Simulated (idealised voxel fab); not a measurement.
Process module in this document: voxel capacitor over wiring
The cross-section on display is named cut; it measures 225 nm wide, and its cells are 5 nm squares.
Cross-section spec: square-cell grid; bands listed top down; each band is one or more rows.
The entry gives the band's vertical extent as a top height and a bottom height in nm, then its horizontal make-up as materials from left to right, each with a width in nm. "air" stands for empty space; a single material marked "all across" fills the band edge to edge.
Zero point of the height axis is 0; under it, received wafer = one material. Lowest band: continues down indefinitely, "0 and below".
The width entry "30..40" should be interpreted row by row: the top row of cells in the band takes the first number, the bottom row takes the second number, and the change between adjacent rows is uniform throughout.
What does "no modification" mean for a step? It means no cell of the cross-section changed in that step.
Each empty space that has no open way to the top and spans at least 8 cells appears under "Closed void list" as width x height at distance, the distance counted from the left edge, all in nm.
That trailing text on a step's line, after the settings, is the simulator's own remark on the step.
The optional step-line setting "overlay nm" applies to steps with a mask and quantifies how far to the right of its planned location the mask lay, a negative value indicating leftward placement.

Planned process steps:
| 1 | RECEIVE with material Si |
| 2 | CONFORMAL_DEP with material SiO2, thk nm 10 |
| 3 | CONFORMAL_DEP with material SiCN, thk nm 5 |
| 4 | DIRECTIONAL_DEP with material SiO2, thk nm 20 |
| 5 | PATTERN with tone open, mask id METAL_1, material resist, width nm 30, pitch nm 100, thk nm 20, overlay nm 0 |
| 6 | DIRECTIONAL_ETCH with etch materials SiO2, depth nm 20 |
| 7 | DIRECTIONAL_ETCH with etch materials SiCN, depth nm 5 |
| 8 | STRIP with etch materials resist |
| 9 | CONFORMAL_DEP with material TiN, thk nm 5 |
| 10 | FILL_DEP with material Cu, thk nm 10 |
| 11 | CMP with height nm 35 |
| 12 | EPI with material Ru, thk nm 5 |
| 13 | FILL_DEP with material SiCN, thk nm 5 |
| 14 | DIRECTIONAL_DEP with material lowk, thk nm 20 |
| 15 | PATTERN with tone open, mask id PLUG_1, material resist, width nm 15, thk nm 20, overlay nm 0 |
| 16 | DIRECTIONAL_ETCH with etch materials lowk, depth nm 20 |
| 17 | DIRECTIONAL_ETCH with etch materials SiCN, depth nm 5 |
| 18 | STRIP with etch materials resist |
| 19 | CONFORMAL_DEP with material TiN, thk nm 5 |
| 20 | FILL_DEP with material W, thk nm 10 |
| 21 | CMP with height nm 65 |
| 22 | DIRECTIONAL_DEP with material TiN, thk nm 10 |
| 23 | DIRECTIONAL_DEP with material Al2O3, thk nm 5 |
| 24 | DIRECTIONAL_DEP with material TiN, thk nm 5 |
| 25 | MASKED_ETCH with tone cover, mask id UPPER_PLATE, width nm 75, etch materials TiN, depth nm 5, overlay nm 0 |
| 26 | MASKED_ETCH with tone cover, mask id UPPER_PLATE, width nm 75, etch materials Al2O3, depth nm 5, overlay nm 0 |
| 27 | PATTERN with tone cover, mask id LOWER_PLATE, material resist, width nm 85, thk nm 15, overlay nm 0 |
| 28 | DIRECTIONAL_ETCH with etch materials TiN, depth nm 10 |
| 29 | STRIP with etch materials resist |
| 30 | FILL_DEP with material SiO2, thk nm 20 |
| 31 | CMP with height nm 100 |
| 32 | PATTERN with tone open, mask id PLUG_2, material resist, width nm 15, thk nm 15, overlay nm 0 |
| 33 | DIRECTIONAL_ETCH with etch materials SiO2, depth nm 15 |
| 34 | STRIP with etch materials resist |
| 35 | CONFORMAL_DEP with material TiN, thk nm 5 |
| 36 | FILL_DEP with material W, thk nm 10 |
| 37 | CMP with height nm 100 |
| 38 | CONFORMAL_DEP with material SiN, thk nm 5 |

First wafer, two in total, run as planned:

Cross-section of the wafer upon arrival, representing the state reached after step 1:
* 0 and below = Si all across
* Closed void list: none

Cross-section of the wafer after step 2:
* 10 down to 0 = SiO2 all across
* At heights below 0, the structure remains unaltered.

Cross-section of the wafer after step 3:
* 15 down to 10 = SiCN all across
* At heights below 10, the structure remains unaltered.

Cross-section of the wafer after step 4:
* 35 down to 15 = SiO2 all across
* At heights below 15, the structure remains unaltered.

Cross-section of the wafer after step 5:
* 55 down to 35 = 45 nm resist  30 nm air  70 nm resist  30 nm air  50 nm resist
* At heights below 35, the structure remains unaltered.

Cross-section of the wafer after step 6:
* 55 down to 35 = 45 nm resist  30 nm air  70 nm resist  30 nm air  50 nm resist
* 35 down to 15 = 45 nm SiO2  30 nm air  70 nm SiO2  30 nm air  50 nm SiO2
* At heights below 15, the structure remains unaltered.

Cross-section of the wafer after step 7:
* 55 down to 35 = 45 nm resist  30 nm air  70 nm resist  30 nm air  50 nm resist
* 35 down to 15 = 45 nm SiO2  30 nm air  70 nm SiO2  30 nm air  50 nm SiO2
* 15 down to 10 = 45 nm SiCN  30 nm air  70 nm SiCN  30 nm air  50 nm SiCN
* At heights below 10, the structure remains unaltered.

Cross-section of the wafer after step 8:
* 35 down to 15 = 45 nm SiO2  30 nm air  70 nm SiO2  30 nm air  50 nm SiO2
* At heights below 15, the structure remains unaltered.

Cross-section of the wafer after step 9:
* 40 down to 35 = 50 nm TiN  20 nm air  80 nm TiN  20 nm air  55 nm TiN
* 35 down to 15 = 45 nm SiO2  5 nm TiN  20 nm air  5 nm TiN  70 nm SiO2  5 nm TiN  20 nm air  5 nm TiN  50 nm SiO2
* 15 down to 10 = 45 nm SiCN  30 nm TiN  70 nm SiCN  30 nm TiN  50 nm SiCN
* At heights below 10, the structure remains unaltered.

Cross-section of the wafer after step 10:
* 50 down to 40 = Cu all across
* 40 down to 35 = 50 nm TiN  20 nm Cu  80 nm TiN  20 nm Cu  55 nm TiN
* 35 down to 15 = 45 nm SiO2  5 nm TiN  20 nm Cu  5 nm TiN  70 nm SiO2  5 nm TiN  20 nm Cu  5 nm TiN  50 nm SiO2
* At heights below 15, the structure remains unaltered.

Cross-section of the wafer after step 11:
* 35 down to 15 = 45 nm SiO2  5 nm TiN  20 nm Cu  5 nm TiN  70 nm SiO2  5 nm TiN  20 nm Cu  5 nm TiN  50 nm SiO2
* At heights below 15, the structure remains unaltered.

Cross-section of the wafer after step 12:
* 40 down to 35 = 40 nm air  40 nm Ru  60 nm air  40 nm Ru  45 nm air
* At heights below 35, the structure remains unaltered.

Cross-section of the wafer after step 13:
* 45 down to 40 = SiCN all across
* 40 down to 35 = 40 nm SiCN  40 nm Ru  60 nm SiCN  40 nm Ru  45 nm SiCN
* At heights below 35, the structure remains unaltered.

Cross-section of the wafer after step 14:
* 65 down to 45 = lowk all across
* At heights below 45, the structure remains unaltered.

Cross-section of the wafer after step 15:
* 85 down to 65 = 60 nm resist  15 nm air  150 nm resist
* At heights below 65, the structure remains unaltered.

Cross-section of the wafer after step 16:
* 85 down to 65 = 60 nm resist  15 nm air  150 nm resist
* 65 down to 45 = 60 nm lowk  15 nm air  150 nm lowk
* At heights below 45, the structure remains unaltered.

Cross-section of the wafer after step 17:
* 85 down to 65 = 60 nm resist  15 nm air  150 nm resist
* 65 down to 45 = 60 nm lowk  15 nm air  150 nm lowk
* 45 down to 40 = 60 nm SiCN  15 nm air  150 nm SiCN
* At heights below 40, the structure remains unaltered.

Cross-section of the wafer after step 18:
* 65 down to 45 = 60 nm lowk  15 nm air  150 nm lowk
* At heights below 45, the structure remains unaltered.

Cross-section of the wafer after step 19:
* 70 down to 65 = 65 nm TiN  5 nm air  155 nm TiN
* 65 down to 45 = 60 nm lowk  5 nm TiN  5 nm air  5 nm TiN  150 nm lowk
* 45 down to 40 = 60 nm SiCN  15 nm TiN  150 nm SiCN
* At heights below 40, the structure remains unaltered.

Cross-section of the wafer after step 20:
* 80 down to 70 = W all across
* 70 down to 65 = 65 nm TiN  5 nm W  155 nm TiN
* 65 down to 45 = 60 nm lowk  5 nm TiN  5 nm W  5 nm TiN  150 nm lowk
* At heights below 45, the structure remains unaltered.

Cross-section of the wafer after step 21:
* 65 down to 45 = 60 nm lowk  5 nm TiN  5 nm W  5 nm TiN  150 nm lowk
* At heights below 45, the structure remains unaltered.

Cross-section of the wafer after step 22:
* 75 down to 65 = TiN all across
* At heights below 65, the structure remains unaltered.

Cross-section of the wafer after step 23:
* 80 down to 75 = Al2O3 all across
* At heights below 75, the structure remains unaltered.

Cross-section of the wafer after step 24:
* 85 down to 80 = TiN all across
* At heights below 80, the structure remains unaltered.

Cross-section of the wafer after step 25:
* 85 down to 80 = 60 nm air  75 nm TiN  90 nm air
* At heights below 80, the structure remains unaltered.

Cross-section of the wafer after step 26:
* 85 down to 80 = 60 nm air  75 nm TiN  90 nm air
* 80 down to 75 = 60 nm air  75 nm Al2O3  90 nm air
* At heights below 75, the structure remains unaltered.

Cross-section of the wafer after step 27:
* 100 down to 85 = 55 nm air  85 nm resist  85 nm air
* 85 down to 80 = 55 nm air  5 nm resist  75 nm TiN  5 nm resist  85 nm air
* 80 down to 75 = 55 nm air  5 nm resist  75 nm Al2O3  5 nm resist  85 nm air
* At heights below 75, the structure remains unaltered.

Cross-section of the wafer after step 28:
* 100 down to 85 = 55 nm air  85 nm resist  85 nm air
* 85 down to 80 = 55 nm air  5 nm resist  75 nm TiN  5 nm resist  85 nm air
* 80 down to 75 = 55 nm air  5 nm resist  75 nm Al2O3  5 nm resist  85 nm air
* 75 down to 65 = 55 nm air  85 nm TiN  85 nm air
* At heights below 65, the structure remains unaltered.

Cross-section of the wafer after step 29:
* 85 down to 80 = 60 nm air  75 nm TiN  90 nm air
* 80 down to 75 = 60 nm air  75 nm Al2O3  90 nm air
* At heights below 75, the structure remains unaltered.

Cross-section of the wafer after step 30:
* 105 down to 85 = SiO2 all across
* 85 down to 80 = 60 nm SiO2  75 nm TiN  90 nm SiO2
* 80 down to 75 = 60 nm SiO2  75 nm Al2O3  90 nm SiO2
* 75 down to 65 = 55 nm SiO2  85 nm TiN  85 nm SiO2
* At heights below 65, the structure remains unaltered.

Cross-section of the wafer after step 31:
* 100 down to 85 = SiO2 all across
* At heights below 85, the structure remains unaltered.

Cross-section of the wafer after step 32:
* 115 down to 100 = 70 nm resist  15 nm air  140 nm resist
* At heights below 100, the structure remains unaltered.

Cross-section of the wafer after step 33:
* 115 down to 100 = 70 nm resist  15 nm air  140 nm resist
* 100 down to 85 = 70 nm SiO2  15 nm air  140 nm SiO2
* At heights below 85, the structure remains unaltered.

Cross-section of the wafer after step 34:
* 100 down to 85 = 70 nm SiO2  15 nm air  140 nm SiO2
* At heights below 85, the structure remains unaltered.

Cross-section of the wafer after step 35:
* 105 down to 100 = 75 nm TiN  5 nm air  145 nm TiN
* 100 down to 90 = 70 nm SiO2  5 nm TiN  5 nm air  5 nm TiN  140 nm SiO2
* 90 down to 80 = 70..60 nm SiO2  15..75 nm TiN  140..90 nm SiO2
* At heights below 80, the structure remains unaltered.

Cross-section of the wafer after step 36:
* 115 down to 105 = W all across
* 105 down to 100 = 75 nm TiN  5 nm W  145 nm TiN
* 100 down to 90 = 70 nm SiO2  5 nm TiN  5 nm W  5 nm TiN  140 nm SiO2
* At heights below 90, the structure remains unaltered.

Cross-section of the wafer after step 37:
* 100 down to 90 = 70 nm SiO2  5 nm TiN  5 nm W  5 nm TiN  140 nm SiO2
* At heights below 90, the structure remains unaltered.

Cross-section of the wafer after step 38:
* 105 down to 100 = SiN all across
* At heights below 100, the structure remains unaltered.

Wafer two. Identical start, identical plan. One mistake in execution. Identical history through step 9:

Cross-section, second wafer, at the end time the plan gives for step 10:
* 50 down to 40 = SiN all across
* 40 down to 35 = 50 nm TiN  20 nm SiN  80 nm TiN  20 nm SiN  55 nm TiN
* 35 down to 15 = 45 nm SiO2  5 nm TiN  20 nm SiN  5 nm TiN  70 nm SiO2  5 nm TiN  20 nm SiN  5 nm TiN  50 nm SiO2
* At heights below 15, the structure remains unaltered.

Cross-section, second wafer, at the end time the plan gives for step 11:
* 35 down to 15 = 45 nm SiO2  5 nm TiN  20 nm SiN  5 nm TiN  70 nm SiO2  5 nm TiN  20 nm SiN  5 nm TiN  50 nm SiO2
* At heights below 15, the structure remains unaltered.

Cross-section, second wafer, at the end time the plan gives for step 12:
* 40 down to 35 = 40 nm air  15 nm Ru  10 nm air  15 nm Ru  60 nm air  15 nm Ru  10 nm air  15 nm Ru  45 nm air
* At heights below 35, the structure remains unaltered.

Cross-section, second wafer, at the end time the plan gives for step 13:
* 45 down to 40 = SiCN all across
* 40 down to 35 = 40 nm SiCN  15 nm Ru  10 nm SiCN  15 nm Ru  60 nm SiCN  15 nm Ru  10 nm SiCN  15 nm Ru  45 nm SiCN
* At heights below 35, the structure remains unaltered.

Cross-section, second wafer, at the end time the plan gives for step 14:
* 65 down to 45 = lowk all across
* At heights below 45, the structure remains unaltered.

Cross-section, second wafer, at the end time the plan gives for step 15:
* 85 down to 65 = 60 nm resist  15 nm air  150 nm resist
* At heights below 65, the structure remains unaltered.

Cross-section, second wafer, at the end time the plan gives for step 16:
* 85 down to 65 = 60 nm resist  15 nm air  150 nm resist
* 65 down to 45 = 60 nm lowk  15 nm air  150 nm lowk
* At heights below 45, the structure remains unaltered.

Cross-section, second wafer, at the end time the plan gives for step 17:
* 85 down to 65 = 60 nm resist  15 nm air  150 nm resist
* 65 down to 45 = 60 nm lowk  15 nm air  150 nm lowk
* 45 down to 40 = 60 nm SiCN  15 nm air  150 nm SiCN
* At heights below 40, the structure remains unaltered.

Cross-section, second wafer, at the end time the plan gives for step 18:
* 65 down to 45 = 60 nm lowk  15 nm air  150 nm lowk
* At heights below 45, the structure remains unaltered.

Cross-section, second wafer, at the end time the plan gives for step 19:
* 70 down to 65 = 65 nm TiN  5 nm air  155 nm TiN
* 65 down to 45 = 60 nm lowk  5 nm TiN  5 nm air  5 nm TiN  150 nm lowk
* 45 down to 40 = 60 nm SiCN  15 nm TiN  150 nm SiCN
* At heights below 40, the structure remains unaltered.

Cross-section, second wafer, at the end time the plan gives for step 20:
* 80 down to 70 = W all across
* 70 down to 65 = 65 nm TiN  5 nm W  155 nm TiN
* 65 down to 45 = 60 nm lowk  5 nm TiN  5 nm W  5 nm TiN  150 nm lowk
* At heights below 45, the structure remains unaltered.

Cross-section, second wafer, at the end time the plan gives for step 21:
* 65 down to 45 = 60 nm lowk  5 nm TiN  5 nm W  5 nm TiN  150 nm lowk
* At heights below 45, the structure remains unaltered.

Cross-section, second wafer, at the end time the plan gives for step 22:
* 75 down to 65 = TiN all across
* At heights below 65, the structure remains unaltered.

Cross-section, second wafer, at the end time the plan gives for step 23:
* 80 down to 75 = Al2O3 all across
* At heights below 75, the structure remains unaltered.

Cross-section, second wafer, at the end time the plan gives for step 24:
* 85 down to 80 = TiN all across
* At heights below 80, the structure remains unaltered.

Cross-section, second wafer, at the end time the plan gives for step 25:
* 85 down to 80 = 60 nm air  75 nm TiN  90 nm air
* At heights below 80, the structure remains unaltered.

Cross-section, second wafer, at the end time the plan gives for step 26:
* 85 down to 80 = 60 nm air  75 nm TiN  90 nm air
* 80 down to 75 = 60 nm air  75 nm Al2O3  90 nm air
* At heights below 75, the structure remains unaltered.

Cross-section, second wafer, at the end time the plan gives for step 27:
* 100 down to 85 = 55 nm air  85 nm resist  85 nm air
* 85 down to 80 = 55 nm air  5 nm resist  75 nm TiN  5 nm resist  85 nm air
* 80 down to 75 = 55 nm air  5 nm resist  75 nm Al2O3  5 nm resist  85 nm air
* At heights below 75, the structure remains unaltered.

Cross-section, second wafer, at the end time the plan gives for step 28:
* 100 down to 85 = 55 nm air  85 nm resist  85 nm air
* 85 down to 80 = 55 nm air  5 nm resist  75 nm TiN  5 nm resist  85 nm air
* 80 down to 75 = 55 nm air  5 nm resist  75 nm Al2O3  5 nm resist  85 nm air
* 75 down to 65 = 55 nm air  85 nm TiN  85 nm air
* At heights below 65, the structure remains unaltered.

Cross-section, second wafer, at the end time the plan gives for step 29:
* 85 down to 80 = 60 nm air  75 nm TiN  90 nm air
* 80 down to 75 = 60 nm air  75 nm Al2O3  90 nm air
* At heights below 75, the structure remains unaltered.

Cross-section, second wafer, at the end time the plan gives for step 30:
* 105 down to 85 = SiO2 all across
* 85 down to 80 = 60 nm SiO2  75 nm TiN  90 nm SiO2
* 80 down to 75 = 60 nm SiO2  75 nm Al2O3  90 nm SiO2
* 75 down to 65 = 55 nm SiO2  85 nm TiN  85 nm SiO2
* At heights below 65, the structure remains unaltered.

Cross-section, second wafer, at the end time the plan gives for step 31:
* 100 down to 85 = SiO2 all across
* At heights below 85, the structure remains unaltered.

Cross-section, second wafer, at the end time the plan gives for step 32:
* 115 down to 100 = 70 nm resist  15 nm air  140 nm resist
* At heights below 100, the structure remains unaltered.

Cross-section, second wafer, at the end time the plan gives for step 33:
* 115 down to 100 = 70 nm resist  15 nm air  140 nm resist
* 100 down to 85 = 70 nm SiO2  15 nm air  140 nm SiO2
* At heights below 85, the structure remains unaltered.

Cross-section, second wafer, at the end time the plan gives for step 34:
* 100 down to 85 = 70 nm SiO2  15 nm air  140 nm SiO2
* At heights below 85, the structure remains unaltered.

Cross-section, second wafer, at the end time the plan gives for step 35:
* 105 down to 100 = 75 nm TiN  5 nm air  145 nm TiN
* 100 down to 90 = 70 nm SiO2  5 nm TiN  5 nm air  5 nm TiN  140 nm SiO2
* 90 down to 80 = 70..60 nm SiO2  15..75 nm TiN  140..90 nm SiO2
* At heights below 80, the structure remains unaltered.

Cross-section, second wafer, at the end time the plan gives for step 36:
* 115 down to 105 = W all across
* 105 down to 100 = 75 nm TiN  5 nm W  145 nm TiN
* 100 down to 90 = 70 nm SiO2  5 nm TiN  5 nm W  5 nm TiN  140 nm SiO2
* At heights below 90, the structure remains unaltered.

Cross-section, second wafer, at the end time the plan gives for step 37:
* 100 down to 90 = 70 nm SiO2  5 nm TiN  5 nm W  5 nm TiN  140 nm SiO2
* At heights below 90, the structure remains unaltered.

Cross-section, second wafer, at the end time the plan gives for step 38:
* 105 down to 100 = SiN all across
* At heights below 100, the structure remains unaltered.
Diagnosis: it should be noted that step 10 was executed with settings other than those planned, the operation and settings actually applied being FILL_DEP with material SiN, thk nm 10
Materials where the second wafer ends with more or fewer cells than the first: -32 Cu | -4 Ru | +4 SiCN | +32 SiN
